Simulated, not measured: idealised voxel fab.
The following is a process module called voxel capacitor over wiring.
Xsec cut, 200 nm wide, square cell size 5 nm.
Cross-section, as written here: a square-cell grid given band by band from the top down, where a band holds one or more rows of cells. Each band's line starts with the height of the band's top and of its bottom, in nm. Then come its materials from left to right, each with its width in nm. One material with "full width" fills the band from edge to edge. "blank" is empty space. It should be noted that heights are counted from 0, beneath which the wafer as supplied is of one material throughout, and that the lowest band possesses no lower boundary but continues downward, as written in "top 0, no bottom". Think of "30 to 40" as a width that walks from the first number to the second as you go down the band, top row to bottom row, taking equal-sized steps from row to row. Given "remained unchanged" for a step, no cell of the cross-section differs between before and after that step. In the "Encapsulated voids" entry, you get each enclosed empty space of 8 cells or more, one with no open way to the top, written width x height at distance, distance from the left edge, in nm. Where a step's line continues beyond its settings, the continuation is a remark by the simulator itself on that step. For masked steps, "overlay nm" on the step line gives how far right of plan the mask actually lay; a minus sign means it lay to the left.
-- Steps in the process plan
| 1 | op RECEIVE | material Si |
| 2 | op CONFORMAL_DEP | material SiO2 | thk nm 15 |
| 3 | op DIRECTIONAL_DEP | material TiN | thk nm 5 |
| 4 | op DIRECTIONAL_DEP | material Ru | thk nm 15 |
| 5 | op PATTERN | tone cover | mask id METAL_1 | material resist | width nm 25 | pitch nm 85 | thk nm 15 | overlay nm 0 |
| 6 | op DIRECTIONAL_ETCH | etch materials Ru | depth nm 15 |
| 7 | op DIRECTIONAL_ETCH | etch materials TiN | depth nm 5 |
| 8 | op STRIP | etch materials resist |
| 9 | op FILL_DEP | material lowk | thk nm 5 |
| 10 | op CMP | height nm 35 |
| 11 | op CONFORMAL_DEP | material SiCN | thk nm 5 |
| 12 | op DIRECTIONAL_DEP | material SiO2 | thk nm 10 |
| 13 | op MASKED_ETCH | tone open | mask id PLUG_1 | width nm 15 | etch materials SiO2 | depth nm 10 | overlay nm 0 |
| 14 | op MASKED_ETCH | tone open | mask id PLUG_1 | width nm 15 | etch materials SiCN | depth nm 5 | overlay nm 0 |
| 15 | op CONFORMAL_DEP | material TiN | thk nm 5 |
| 16 | op FILL_DEP | material W | thk nm 5 |
| 17 | op CMP | height nm 50 |
| 18 | op DIRECTIONAL_DEP | material TiN | thk nm 10 |
| 19 | op DIRECTIONAL_DEP | material HfO2 | thk nm 5 |
| 20 | op DIRECTIONAL_DEP | material TiN | thk nm 5 |
| 21 | op DIRECTIONAL_DEP | material aC | thk nm 10 |
| 22 | op PATTERN | tone cover | mask id UPPER_PLATE | material resist | width nm 65 | thk nm 30 | overlay nm 0 |
| 23 | op DIRECTIONAL_ETCH | etch materials aC | depth nm 10 |
| 24 | op STRIP | etch materials resist |
| 25 | op DIRECTIONAL_ETCH | etch materials TiN | depth nm 5 |
| 26 | op DIRECTIONAL_ETCH | etch materials HfO2 | depth nm 5 |
| 27 | op STRIP | etch materials aC |
| 28 | op MASKED_ETCH | tone cover | mask id LOWER_PLATE | width nm 75 | etch materials TiN | depth nm 10 | overlay nm 0 |
| 29 | op FILL_DEP | material SiO2 | thk nm 20 |
| 30 | op CMP | height nm 85 |
| 31 | op MASKED_ETCH | tone open | mask id PLUG_2 | width nm 15 | etch materials SiO2 | depth nm 15 | overlay nm 0 |
| 32 | op CONFORMAL_DEP | material TiN | thk nm 5 |
| 33 | op FILL_DEP | material Cu | thk nm 5 |
| 34 | op CMP | height nm 85 |
| 35 | op CONFORMAL_DEP | material SiN | thk nm 5 |
-- Account of the first of two wafers, which was processed as intended
-- Cross-section of the wafer at receipt, which is the condition after step 1
    top 0, no bottom = Si full width
    Encapsulated voids: none
-- Wafer xsec, post step 2
    top 15, bottom 0 = SiO2 full width
    For the remainder of the cross-section, below 0, there is no change.
-- Wafer xsec, post step 3
    top 20, bottom 15 = TiN full width
    For the remainder of the cross-section, below 15, there is no change.
-- Wafer xsec, post step 4
    top 35, bottom 20 = Ru full width
    For the remainder of the cross-section, below 20, there is no change.
-- Wafer xsec, post step 5
    top 50, bottom 35 = blank 45 nm | resist 25 nm | blank 60 nm | resist 25 nm | blank 45 nm
    For the remainder of the cross-section, below 35, there is no change.
-- Wafer xsec, post step 6
    top 50, bottom 35 = blank 45 nm | resist 25 nm | blank 60 nm | resist 25 nm | blank 45 nm
    top 35, bottom 20 = blank 45 nm | Ru 25 nm | blank 60 nm | Ru 25 nm | blank 45 nm
    For the remainder of the cross-section, below 20, there is no change.
-- Wafer xsec, post step 7
    top 50, bottom 35 = blank 45 nm | resist 25 nm | blank 60 nm | resist 25 nm | blank 45 nm
    top 35, bottom 20 = blank 45 nm | Ru 25 nm | blank 60 nm | Ru 25 nm | blank 45 nm
    top 20, bottom 15 = blank 45 nm | TiN 25 nm | blank 60 nm | TiN 25 nm | blank 45 nm
    For the remainder of the cross-section, below 15, there is no change.
-- Wafer xsec, post step 8
    top 35, bottom 20 = blank 45 nm | Ru 25 nm | blank 60 nm | Ru 25 nm | blank 45 nm
    For the remainder of the cross-section, below 20, there is no change.
-- Wafer xsec, post step 9
    top 40, bottom 35 = lowk full width
    top 35, bottom 20 = lowk 45 nm | Ru 25 nm | lowk 60 nm | Ru 25 nm | lowk 45 nm
    top 20, bottom 15 = lowk 45 nm | TiN 25 nm | lowk 60 nm | TiN 25 nm | lowk 45 nm
    For the remainder of the cross-section, below 15, there is no change.
-- Wafer xsec, post step 10
    top 35, bottom 20 = lowk 45 nm | Ru 25 nm | lowk 60 nm | Ru 25 nm | lowk 45 nm
    For the remainder of the cross-section, below 20, there is no change.
-- Wafer xsec, post step 11
    top 40, bottom 35 = SiCN full width
    For the remainder of the cross-section, below 35, there is no change.
-- Wafer xsec, post step 12
    top 50, bottom 40 = SiO2 full width
    For the remainder of the cross-section, below 40, there is no change.
-- Wafer xsec, post step 13
    top 50, bottom 40 = SiO2 55 nm | blank 15 nm | SiO2 130 nm
    For the remainder of the cross-section, below 40, there is no change.
-- Wafer xsec, post step 14
    top 50, bottom 40 = SiO2 55 nm | blank 15 nm | SiO2 130 nm
    top 40, bottom 35 = SiCN 55 nm | blank 15 nm | SiCN 130 nm
    For the remainder of the cross-section, below 35, there is no change.
-- Wafer xsec, post step 15
    top 55, bottom 50 = TiN 60 nm | blank 5 nm | TiN 135 nm
    top 50, bottom 40 = SiO2 55 nm | TiN 5 nm | blank 5 nm | TiN 5 nm | SiO2 130 nm
    top 40, bottom 35 = SiCN 55 nm | TiN 15 nm | SiCN 130 nm
    For the remainder of the cross-section, below 35, there is no change.
-- Wafer xsec, post step 16
    top 60, bottom 55 = W full width
    top 55, bottom 50 = TiN 60 nm | W 5 nm | TiN 135 nm
    top 50, bottom 40 = SiO2 55 nm | TiN 5 nm | W 5 nm | TiN 5 nm | SiO2 130 nm
    For the remainder of the cross-section, below 40, there is no change.
-- Wafer xsec, post step 17
    top 50, bottom 40 = SiO2 55 nm | TiN 5 nm | W 5 nm | TiN 5 nm | SiO2 130 nm
    For the remainder of the cross-section, below 40, there is no change.
-- Wafer xsec, post step 18
    top 60, bottom 50 = TiN full width
    For the remainder of the cross-section, below 50, there is no change.
-- Wafer xsec, post step 19
    top 65, bottom 60 = HfO2 full width
    For the remainder of the cross-section, below 60, there is no change.
-- Wafer xsec, post step 20
    top 70, bottom 65 = TiN full width
    For the remainder of the cross-section, below 65, there is no change.
-- Wafer xsec, post step 21
    top 80, bottom 70 = aC full width
    For the remainder of the cross-section, below 70, there is no change.
-- Wafer xsec, post step 22
    top 110, bottom 80 = blank 55 nm | resist 65 nm | blank 80 nm
    For the remainder of the cross-section, below 80, there is no change.
-- Wafer xsec, post step 23
    top 100, bottom 80 = blank 55 nm | resist 65 nm | blank 80 nm
    top 80, bottom 70 = blank 55 nm | aC 65 nm | blank 80 nm
    For the remainder of the cross-section, below 70, there is no change.
-- Wafer xsec, post step 24
    top 80, bottom 70 = blank 55 nm | aC 65 nm | blank 80 nm
    For the remainder of the cross-section, below 70, there is no change.
-- Wafer xsec, post step 25
    top 80, bottom 70 = blank 55 nm | aC 65 nm | blank 80 nm
    top 70, bottom 65 = blank 55 nm | TiN 65 nm | blank 80 nm
    For the remainder of the cross-section, below 65, there is no change.
-- Wafer xsec, post step 26
    top 80, bottom 70 = blank 55 nm | aC 65 nm | blank 80 nm
    top 70, bottom 65 = blank 55 nm | TiN 65 nm | blank 80 nm
    top 65, bottom 60 = blank 55 nm | HfO2 65 nm | blank 80 nm
    For the remainder of the cross-section, below 60, there is no change.
-- Wafer xsec, post step 27
    top 70, bottom 65 = blank 55 nm | TiN 65 nm | blank 80 nm
    For the remainder of the cross-section, below 65, there is no change.
-- Wafer xsec, post step 28
    top 70, bottom 65 = blank 55 nm | TiN 65 nm | blank 80 nm
    top 65, bottom 60 = blank 55 nm | HfO2 65 nm | blank 80 nm
    top 60, bottom 50 = blank 50 nm | TiN 75 nm | blank 75 nm
    For the remainder of the cross-section, below 50, there is no change.
-- Wafer xsec, post step 29
    top 90, bottom 70 = SiO2 full width
    top 70, bottom 65 = SiO2 55 nm | TiN 65 nm | SiO2 80 nm
    top 65, bottom 60 = SiO2 55 nm | HfO2 65 nm | SiO2 80 nm
    top 60, bottom 50 = SiO2 50 nm | TiN 75 nm | SiO2 75 nm
    For the remainder of the cross-section, below 50, there is no change.
-- Wafer xsec, post step 30
    top 85, bottom 70 = SiO2 full width
    For the remainder of the cross-section, below 70, there is no change.
-- Wafer xsec, post step 31
    top 85, bottom 70 = SiO2 65 nm | blank 15 nm | SiO2 120 nm
    For the remainder of the cross-section, below 70, there is no change.
-- Wafer xsec, post step 32
    top 90, bottom 85 = TiN 70 nm | blank 5 nm | TiN 125 nm
    top 85, bottom 75 = SiO2 65 nm | TiN 5 nm | blank 5 nm | TiN 5 nm | SiO2 120 nm
    top 75, bottom 65 = SiO2 65 to 55 nm | TiN 15 to 65 nm | SiO2 120 to 80 nm
    For the remainder of the cross-section, below 65, there is no change.
-- Wafer xsec, post step 33
    top 95, bottom 90 = Cu full width
    top 90, bottom 85 = TiN 70 nm | Cu 5 nm | TiN 125 nm
    top 85, bottom 75 = SiO2 65 nm | TiN 5 nm | Cu 5 nm | TiN 5 nm | SiO2 120 nm
    For the remainder of the cross-section, below 75, there is no change.
-- Wafer xsec, post step 34
    top 85, bottom 75 = SiO2 65 nm | TiN 5 nm | Cu 5 nm | TiN 5 nm | SiO2 120 nm
    For the remainder of the cross-section, below 75, there is no change.
-- Wafer xsec, post step 35
    top 90, bottom 85 = SiN full width
    For the remainder of the cross-section, below 85, there is no change.
-- Wafer two: like wafer one in start and plan, but with one mistake in execution; identical up to and including step 21
-- Second wafer profile in section, at the moment step 22 of the plan was meant to be complete
    top 110, bottom 80 = blank 60 nm | resist 55 nm | blank 85 nm
    For the remainder of the cross-section, below 80, there is no change.
-- Second wafer profile in section, at the moment step 23 of the plan was meant to be complete
    top 100, bottom 80 = blank 60 nm | resist 55 nm | blank 85 nm
    top 80, bottom 70 = blank 60 nm | aC 55 nm | blank 85 nm
    For the remainder of the cross-section, below 70, there is no change.
-- Second wafer profile in section, at the moment step 24 of the plan was meant to be complete
    top 80, bottom 70 = blank 60 nm | aC 55 nm | blank 85 nm
    For the remainder of the cross-section, below 70, there is no change.
-- Second wafer profile in section, at the moment step 25 of the plan was meant to be complete
    top 80, bottom 70 = blank 60 nm | aC 55 nm | blank 85 nm
    top 70, bottom 65 = blank 60 nm | TiN 55 nm | blank 85 nm
    For the remainder of the cross-section, below 65, there is no change.
-- Second wafer profile in section, at the moment step 26 of the plan was meant to be complete
    top 80, bottom 70 = blank 60 nm | aC 55 nm | blank 85 nm
    top 70, bottom 65 = blank 60 nm | TiN 55 nm | blank 85 nm
    top 65, bottom 60 = blank 60 nm | HfO2 55 nm | blank 85 nm
    For the remainder of the cross-section, below 60, there is no change.
-- Second wafer profile in section, at the moment step 27 of the plan was meant to be complete
    top 70, bottom 65 = blank 60 nm | TiN 55 nm | blank 85 nm
    For the remainder of the cross-section, below 65, there is no change.
-- Second wafer profile in section, at the moment step 28 of the plan was meant to be complete
    top 70, bottom 65 = blank 60 nm | TiN 55 nm | blank 85 nm
    top 65, bottom 60 = blank 60 nm | HfO2 55 nm | blank 85 nm
    top 60, bottom 50 = blank 50 nm | TiN 75 nm | blank 75 nm
    For the remainder of the cross-section, below 50, there is no change.
-- Second wafer profile in section, at the moment step 29 of the plan was meant to be complete
    top 90, bottom 70 = SiO2 full width
    top 70, bottom 65 = SiO2 60 nm | TiN 55 nm | SiO2 85 nm
    top 65, bottom 60 = SiO2 60 nm | HfO2 55 nm | SiO2 85 nm
    top 60, bottom 50 = SiO2 50 nm | TiN 75 nm | SiO2 75 nm
    For the remainder of the cross-section, below 50, there is no change.
-- Second wafer profile in section, at the moment step 30 of the plan was meant to be complete
    top 85, bottom 70 = SiO2 full width
    For the remainder of the cross-section, below 70, there is no change.
-- Second wafer profile in section, at the moment step 31 of the plan was meant to be complete
    top 85, bottom 70 = SiO2 65 nm | blank 15 nm | SiO2 120 nm
    For the remainder of the cross-section, below 70, there is no change.
-- Second wafer profile in section, at the moment step 32 of the plan was meant to be complete
    top 90, bottom 85 = TiN 70 nm | blank 5 nm | TiN 125 nm
    top 85, bottom 75 = SiO2 65 nm | TiN 5 nm | blank 5 nm | TiN 5 nm | SiO2 120 nm
    top 75, bottom 65 = SiO2 65 to 60 nm | TiN 15 to 55 nm | SiO2 120 to 85 nm
    For the remainder of the cross-section, below 65, there is no change.
-- Second wafer profile in section, at the moment step 33 of the plan was meant to be complete
    top 95, bottom 90 = Cu full width
    top 90, bottom 85 = TiN 70 nm | Cu 5 nm | TiN 125 nm
    top 85, bottom 75 = SiO2 65 nm | TiN 5 nm | Cu 5 nm | TiN 5 nm | SiO2 120 nm
    For the remainder of the cross-section, below 75, there is no change.
-- Second wafer profile in section, at the moment step 34 of the plan was meant to be complete
    top 85, bottom 75 = SiO2 65 nm | TiN 5 nm | Cu 5 nm | TiN 5 nm | SiO2 120 nm
    For the remainder of the cross-section, below 75, there is no change.
-- Second wafer profile in section, at the moment step 35 of the plan was meant to be complete
    top 90, bottom 85 = SiN full width
    For the remainder of the cross-section, below 85, there is no change.
Nonconformance to the process plan: step 22 did not use the planned setting and instead ran as op PATTERN | tone cover | mask id UPPER_PLATE | material resist | width nm 55 | thk nm 30 | overlay nm 0
Final comparison by cell count, materials where the second wafer has more or fewer than the first: HfO2 -2; SiO2 +4; TiN -2
